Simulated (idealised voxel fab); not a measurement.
A process module follows: voxel self aligned contacts.
cross-section cut | 170 nm wide | cells 5 nm
We lay out every cross-section as a grid of square cells and spell it out in bands from the top down, where one band means one or more rows of cells.
This entry defines a band. It first specifies the height of the band's top and the height of its bottom in nm, and then specifies the band's materials from left to right, stating each material with its width in nm. The word "throughout" identifies a single material that fills the band from edge to edge, while the word "air" identifies empty space.
It should be noted that heights are counted from 0, beneath which the wafer as supplied is of one material throughout, and that the lowest band possesses no lower boundary but continues downward, as written in "0 down".
Quick explanation for "30..40": the width changes in equal steps down the rows of cells, from the first number in the band's top row to the second number in its bottom row.
Step note "nothing changed" = no cross-section cell changed.
You'll see "Fully sealed voids" listing empty spaces that have no way open to the top, as long as they're 8 cells or more; the notation is width x height at distance, where the distance is from the left edge, and all of it is in nm.
If you see something after the settings on a step's line, that's the simulator's own remark about that step.
"overlay nm" answers the question of how far to the right of plan the mask lay on a step that has a mask, and when it is negative the answer is to the left.
# plan
- 1: op RECEIVE | material Si
- 2: op CONFORMAL_DEP | material SiO2 | thk nm 5
- 3: op DIRECTIONAL_DEP | material polySi | thk nm 30
- 4: op DIRECTIONAL_DEP | material SiN | thk nm 15
- 5: op MASKED_ETCH | tone cover | mask id GATE | width nm 25 | pitch nm 50 | etch materials SiN | depth nm 15 | overlay nm 0
- 6: op MASKED_ETCH | tone cover | mask id GATE | width nm 25 | pitch nm 50 | etch materials polySi | depth nm 30 | overlay nm 0
- 7: op CONFORMAL_DEP | material SiN | thk nm 5
- 8: op DIRECTIONAL_ETCH | etch materials SiN | depth nm 5
- 9: op FILL_DEP | material SiO2 | thk nm 15
- 10: op CMP | height nm 60
- 11: op DIRECTIONAL_DEP | material aC | thk nm 10
- 12: op PATTERN | tone open | mask id CONTACT | material resist | width nm 35 | pitch nm 50 | thk nm 30 | overlay nm 0
- 13: op DIRECTIONAL_ETCH | etch materials aC | depth nm 10
- 14: op STRIP | etch materials resist
- 15: op DIRECTIONAL_ETCH | etch materials SiO2 | depth nm 60
- 16: op STRIP | etch materials aC
- 17: op CONFORMAL_DEP | material TiN | thk nm 5
- 18: op FILL_DEP | material Ru | thk nm 5
- 19: op CMP | height nm 60
- 20: op CONFORMAL_DEP | material SiCN | thk nm 5
# Incoming wafer in cross-section (state: after step 1)
- 0 down  Si throughout
- Fully sealed voids: none
# Post-module cross-section of the first of two wafers (run per plan)
- 65 to 60  SiCN throughout
- 60 to 50  SiO2 40 nm | TiN 5..15 nm | Ru 25..5 nm | TiN 5..15 nm | SiO2 15 nm | TiN 5..15 nm | Ru 25..5 nm | TiN 5..15 nm | SiO2 45 nm
- 50 to 35  SiO2 15 nm | SiN 35 nm | TiN 5 nm | Ru 5 nm | TiN 5 nm | SiN 35 nm | TiN 5 nm | Ru 5 nm | TiN 5 nm | SiN 35 nm | SiO2 20 nm
- 35 to 5  SiO2 15 nm | SiN 5 nm | polySi 25 nm | SiN 5 nm | TiN 5 nm | Ru 5 nm | TiN 5 nm | SiN 5 nm | polySi 25 nm | SiN 5 nm | TiN 5 nm | Ru 5 nm | TiN 5 nm | SiN 5 nm | polySi 25 nm | SiN 5 nm | SiO2 20 nm
- 5 to 0  SiO2 50 nm | TiN 15 nm | SiO2 35 nm | TiN 15 nm | SiO2 55 nm
- 0 down  Si throughout
- Fully sealed voids: none
# Wafer two (of two), end-of-module cross-section: start = wafer one, plan = wafer one, one run mistake
- 65 to 60  SiCN throughout
- 60 to 50  SiO2 30 nm | TiN 5..25 nm | Ru 25..5 nm | TiN 5 nm | SiO2 15 nm | TiN 5..25 nm | Ru 25..5 nm | TiN 5 nm | SiO2 55 nm
- 50 to 35  SiO2 15 nm | SiN 35 nm | TiN 5 nm | Ru 5 nm | TiN 5 nm | SiN 35 nm | TiN 5 nm | Ru 5 nm | TiN 5 nm | SiN 35 nm | SiO2 20 nm
- 35 to 5  SiO2 15 nm | SiN 5 nm | polySi 25 nm | SiN 5 nm | TiN 5 nm | Ru 5 nm | TiN 5 nm | SiN 5 nm | polySi 25 nm | SiN 5 nm | TiN 5 nm | Ru 5 nm | TiN 5 nm | SiN 5 nm | polySi 25 nm | SiN 5 nm | SiO2 20 nm
- 5 to 0  SiO2 50 nm | TiN 15 nm | SiO2 35 nm | TiN 15 nm | SiO2 55 nm
- 0 down  Si throughout
- Fully sealed voids: none
What was done differently from what was planned? planned and actual differ for step 12; actual: op PATTERN | tone open | mask id CONTACT | material resist | width nm 35 | pitch nm 50 | thk nm 30 | overlay nm -10
Final state: per-material cell counts identical on both wafers; locations differ.
